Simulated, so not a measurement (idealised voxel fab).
Process module under the name voxel ribs on slabs
This is section cut - it's 250 nm across, gridded in 5 nm square cells.
Each cross-section below is a grid of square cells, stated as bands in top-down order, with one or more rows of cells making up each band.
What a band's entry tells you: where the top is and where the bottom is, as heights in nm, and after that what lies inside, material by material from left to right, each with its width in nm. Empty space is written as the word "blank", and a single material marked with the word "all across" occupies the band from edge to edge.
Heights are reckoned from 0. Under this level, the received wafer is all of one material. The bottommost band is open-ended downward, for example "0 nm and below".
Graded width ("30->40"): value in top row of band = first number; value in bottom row = second number; row-to-row change constant.
"remained unchanged" after a step means that no cell of the cross-section changed.
"Closed void roster" lists enclosed empty spaces (at least 8 cells, no open path upward to the top), each as width x height at distance from the left edge, in nm.
Note: text after step settings on the step line = simulator remark on that step.
"overlay nm" on a masked step: distance the mask lay right of its planned place, negative for left.

# Listed below are the process steps as planned
1 RECEIVE, material Si
2 DIRECTIONAL_DEP, material SiO2, thk nm 20
3 DIRECTIONAL_DEP, material SiN, thk nm 20
4 PATTERN, tone cover, mask id RIB, material resist, width nm 25, thk nm 20, overlay nm 0
5 DIRECTIONAL_ETCH, etch materials SiN, depth nm 10
6 STRIP, etch materials resist
7 PATTERN, tone cover, mask id SLAB, material resist, width nm 55, thk nm 15, overlay nm 0
8 DIRECTIONAL_ETCH, etch materials SiN, depth nm 10
9 STRIP, etch materials resist
10 FILL_DEP, material SiO2, thk nm 15
11 CMP, height nm 50
12 DIRECTIONAL_DEP, material TiN, thk nm 10
13 MASKED_ETCH, tone cover, mask id HEATER, width nm 35, etch materials TiN, depth nm 10, overlay nm 0
14 CONFORMAL_DEP, material SiN, thk nm 10

# Concerning the first of two wafers, which was run in accordance with the plan

# The cross-section here shows the wafer as received, i.e. in its state after step 1
    0 nm and below | Si all across
    Closed void roster: none

# How the wafer stands in section after step 2
    20 nm to 0 nm | SiO2 all across
    Anything lower than 0 is untouched.

# How the wafer stands in section after step 3
    40 nm to 20 nm | SiN all across
    Anything lower than 20 is untouched.

# How the wafer stands in section after step 4
    60 nm to 40 nm | blank 110 nm / resist 25 nm / blank 115 nm
    Anything lower than 40 is untouched.

# How the wafer stands in section after step 5
    60 nm to 40 nm | blank 110 nm / resist 25 nm / blank 115 nm
    40 nm to 30 nm | blank 110 nm / SiN 25 nm / blank 115 nm
    Anything lower than 30 is untouched.

# How the wafer stands in section after step 6
    40 nm to 30 nm | blank 110 nm / SiN 25 nm / blank 115 nm
    Anything lower than 30 is untouched.

# How the wafer stands in section after step 7
    55 nm to 40 nm | blank 95 nm / resist 55 nm / blank 100 nm
    40 nm to 30 nm | blank 95 nm / resist 15 nm / SiN 25 nm / resist 15 nm / blank 100 nm
    Anything lower than 30 is untouched.

# How the wafer stands in section after step 8
    55 nm to 40 nm | blank 95 nm / resist 55 nm / blank 100 nm
    40 nm to 30 nm | blank 95 nm / resist 15 nm / SiN 25 nm / resist 15 nm / blank 100 nm
    30 nm to 20 nm | blank 95 nm / SiN 55 nm / blank 100 nm
    Anything lower than 20 is untouched.

# How the wafer stands in section after step 9
    40 nm to 30 nm | blank 110 nm / SiN 25 nm / blank 115 nm
    Anything lower than 30 is untouched.

# How the wafer stands in section after step 10
    55 nm to 40 nm | SiO2 all across
    40 nm to 30 nm | SiO2 110 nm / SiN 25 nm / SiO2 115 nm
    30 nm to 20 nm | SiO2 95 nm / SiN 55 nm / SiO2 100 nm
    Anything lower than 20 is untouched.

# How the wafer stands in section after step 11
    50 nm to 40 nm | SiO2 all across
    Anything lower than 40 is untouched.

# How the wafer stands in section after step 12
    60 nm to 50 nm | TiN all across
    Anything lower than 50 is untouched.

# How the wafer stands in section after step 13
    60 nm to 50 nm | blank 105 nm / TiN 35 nm / blank 110 nm
    Anything lower than 50 is untouched.

# How the wafer stands in section after step 14
    70 nm to 60 nm | blank 95 nm / SiN 55 nm / blank 100 nm
    60 nm to 50 nm | SiN 105 nm / TiN 35 nm / SiN 110 nm
    Anything lower than 50 is untouched.

# Wafer two of two - same starting point, same process plan, one mistake in execution; matches wafer one up to and including step 13

when step 14 should have ended: remained unchanged
Want to know what went wrong? the plan's step 14 was left out and never carried out
The closing comparison, in cells, has the second wafer with more or fewer of some materials than the first: -108 SiN
